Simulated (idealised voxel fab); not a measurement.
Process module, titled voxel quadruple lines
Shown is cross-section cut, with a width of 240 nm and square cells of size 5 nm.
Think of the cross-section as a grid of square cells. We describe it in bands, top to bottom, and each band covers one or more rows of those cells. Band entry format. Leading values: height of top, height of bottom, nm. Remainder: materials in left-to-right order, each with its width in nm. Special words: "edge to edge" on a single material, which then fills the band edge to edge; "blank", empty space. Measure heights from 0. That's the level where, below it, the as-received wafer is all one material. The lowest band is bottomless and extends downward; write it as in "from 0 down". The width entry "30..40" should be interpreted row by row: the top row of cells in the band takes the first number, the bottom row takes the second number, and the change between adjacent rows is uniform throughout. Take "nothing different" at face value: in the step it is given for, the cross-section changed in none of its cells. "Sealed-off cavities" means: voids of 8 cells or more that are shut off from the top with no open way through. Written width x height at distance, distance from the left edge, in nm. Anything after a step's settings on that line? It's the simulator's own note about the step. Steps that use a mask can have "overlay nm" on their line. It says how far the mask sat to the right of where it was meant to be. Negative means to the left.
[Planned process steps]
1: RECEIVE (material Si)
2: CONFORMAL_DEP (material SiO2; thk nm 5)
3: DIRECTIONAL_DEP (material W; thk nm 10)
4: DIRECTIONAL_DEP (material polySi; thk nm 15)
5: DIRECTIONAL_DEP (material aC; thk nm 20)
6: PATTERN (tone cover; mask id MANDREL; material resist; width nm 25; pitch nm 80; thk nm 30; overlay nm 0)
7: DIRECTIONAL_ETCH (etch materials aC; depth nm 20)
8: STRIP (etch materials resist)
9: CONFORMAL_DEP (material SiO2; thk nm 15)
10: DIRECTIONAL_ETCH (etch materials SiO2; depth nm 15)
11: STRIP (etch materials aC)
12: DIRECTIONAL_ETCH (etch materials polySi; depth nm 15)
13: STRIP (etch materials SiO2)
14: CONFORMAL_DEP (material SiN; thk nm 5)
15: DIRECTIONAL_ETCH (etch materials SiN; depth nm 5)
16: STRIP (etch materials polySi)
17: DIRECTIONAL_ETCH (etch materials W; depth nm 10)
18: STRIP (etch materials SiN)
[The following pertains to the first of two wafers, which was processed as planned]
[Wafer cross-section on receipt, i.e. after step 1]
	from 0 down | Si edge to edge
	Sealed-off cavities: none
[How the wafer stands in section after step 2]
	from 5 to 0 | SiO2 edge to edge
	Under the height 0 nothing was changed.
[How the wafer stands in section after step 3]
	from 15 to 5 | W edge to edge
	Under the height 5 nothing was changed.
[How the wafer stands in section after step 4]
	from 30 to 15 | polySi edge to edge
	Under the height 15 nothing was changed.
[How the wafer stands in section after step 5]
	from 50 to 30 | aC edge to edge
	Under the height 30 nothing was changed.
[How the wafer stands in section after step 6]
	from 80 to 50 | blank: 65, resist: 25, blank: 55, resist: 25, blank: 70
	Under the height 50 nothing was changed.
[How the wafer stands in section after step 7]
	from 60 to 50 | blank: 65, resist: 25, blank: 55, resist: 25, blank: 70
	from 50 to 30 | blank: 65, aC: 25, blank: 55, aC: 25, blank: 70
	Under the height 30 nothing was changed.
[How the wafer stands in section after step 8]
	from 50 to 30 | blank: 65, aC: 25, blank: 55, aC: 25, blank: 70
	Under the height 30 nothing was changed.
[How the wafer stands in section after step 9]
	from 65 to 50 | blank: 50, SiO2: 55, blank: 25, SiO2: 55, blank: 55
	from 50 to 45 | blank: 50, SiO2: 15, aC: 25, SiO2: 15, blank: 25, SiO2: 15, aC: 25, SiO2: 15, blank: 55
	from 45 to 30 | SiO2: 65, aC: 25, SiO2: 55, aC: 25, SiO2: 70
	Under the height 30 nothing was changed.
[How the wafer stands in section after step 10]
	from 50 to 30 | blank: 50, SiO2: 15, aC: 25, SiO2: 15, blank: 25, SiO2: 15, aC: 25, SiO2: 15, blank: 55
	Under the height 30 nothing was changed.
[How the wafer stands in section after step 11]
	from 50 to 30 | blank: 50, SiO2: 15, blank: 25, SiO2: 15, blank: 25, SiO2: 15, blank: 25, SiO2: 15, blank: 55
	Under the height 30 nothing was changed.
[How the wafer stands in section after step 12]
	from 50 to 30 | blank: 50, SiO2: 15, blank: 25, SiO2: 15, blank: 25, SiO2: 15, blank: 25, SiO2: 15, blank: 55
	from 30 to 15 | blank: 50, polySi: 15, blank: 25, polySi: 15, blank: 25, polySi: 15, blank: 25, polySi: 15, blank: 55
	Under the height 15 nothing was changed.
[How the wafer stands in section after step 13]
	from 30 to 15 | blank: 50, polySi: 15, blank: 25, polySi: 15, blank: 25, polySi: 15, blank: 25, polySi: 15, blank: 55
	Under the height 15 nothing was changed.
[How the wafer stands in section after step 14]
	from 35 to 30 | blank: 45, SiN: 25, blank: 15, SiN: 25, blank: 15, SiN: 25, blank: 15, SiN: 25, blank: 50
	from 30 to 20 | blank: 45, SiN: 5, polySi: 15, SiN: 5, blank: 15, SiN: 5, polySi: 15, SiN: 5, blank: 15, SiN: 5, polySi: 15, SiN: 5, blank: 15, SiN: 5, polySi: 15, SiN: 5, blank: 50
	from 20 to 15 | SiN: 50, polySi: 15, SiN: 25, polySi: 15, SiN: 25, polySi: 15, SiN: 25, polySi: 15, SiN: 55
	Under the height 15 nothing was changed.
[How the wafer stands in section after step 15]
	from 30 to 15 | blank: 45, SiN: 5, polySi: 15, SiN: 5, blank: 15, SiN: 5, polySi: 15, SiN: 5, blank: 15, SiN: 5, polySi: 15, SiN: 5, blank: 15, SiN: 5, polySi: 15, SiN: 5, blank: 50
	Under the height 15 nothing was changed.
[How the wafer stands in section after step 16]
	from 30 to 15 | blank: 45, SiN: 5, blank: 15, SiN: 5, blank: 15, SiN: 5, blank: 15, SiN: 5, blank: 15, SiN: 5, blank: 15, SiN: 5, blank: 15, SiN: 5, blank: 15, SiN: 5, blank: 50
	Under the height 15 nothing was changed.
[How the wafer stands in section after step 17]
	from 30 to 15 | blank: 45, SiN: 5, blank: 15, SiN: 5, blank: 15, SiN: 5, blank: 15, SiN: 5, blank: 15, SiN: 5, blank: 15, SiN: 5, blank: 15, SiN: 5, blank: 15, SiN: 5, blank: 50
	from 15 to 5 | blank: 45, W: 5, blank: 15, W: 5, blank: 15, W: 5, blank: 15, W: 5, blank: 15, W: 5, blank: 15, W: 5, blank: 15, W: 5, blank: 15, W: 5, blank: 50
	Under the height 5 nothing was changed.
[How the wafer stands in section after step 18]
	from 15 to 5 | blank: 45, W: 5, blank: 15, W: 5, blank: 15, W: 5, blank: 15, W: 5, blank: 15, W: 5, blank: 15, W: 5, blank: 15, W: 5, blank: 15, W: 5, blank: 50
	Under the height 5 nothing was changed.
[It is to be noted that the second wafer proceeded from the same initial state and according to the same plan as the first, although one mistake was committed in its execution; through step 13, inclusive, the two wafers share an identical history]
[Cross-section of the second wafer corresponding to the planned conclusion of step 14]
	from 35 to 30 | blank: 45, SiO2: 25, blank: 15, SiO2: 25, blank: 15, SiO2: 25, blank: 15, SiO2: 25, blank: 50
	from 30 to 20 | blank: 45, SiO2: 5, polySi: 15, SiO2: 5, blank: 15, SiO2: 5, polySi: 15, SiO2: 5, blank: 15, SiO2: 5, polySi: 15, SiO2: 5, blank: 15, SiO2: 5, polySi: 15, SiO2: 5, blank: 50
	from 20 to 15 | SiO2: 50, polySi: 15, SiO2: 25, polySi: 15, SiO2: 25, polySi: 15, SiO2: 25, polySi: 15, SiO2: 55
	Under the height 15 nothing was changed.
Cross-section of the second wafer corresponding to the planned conclusion of step 15: nothing different
Cross-section of the second wafer corresponding to the planned conclusion of step 16: nothing different
Cross-section of the second wafer corresponding to the planned conclusion of step 17: nothing different
Cross-section of the second wafer corresponding to the planned conclusion of step 18: nothing different
Heads up, the wafer didn't run the way we planned it: step 14 was processed under conditions differing from the plan, specifically as CONFORMAL_DEP (material SiO2; thk nm 5)
FYI, end of process, the second wafer has more or fewer cells of some materials than the first: +72 SiO2; +80 W; +36 polySi
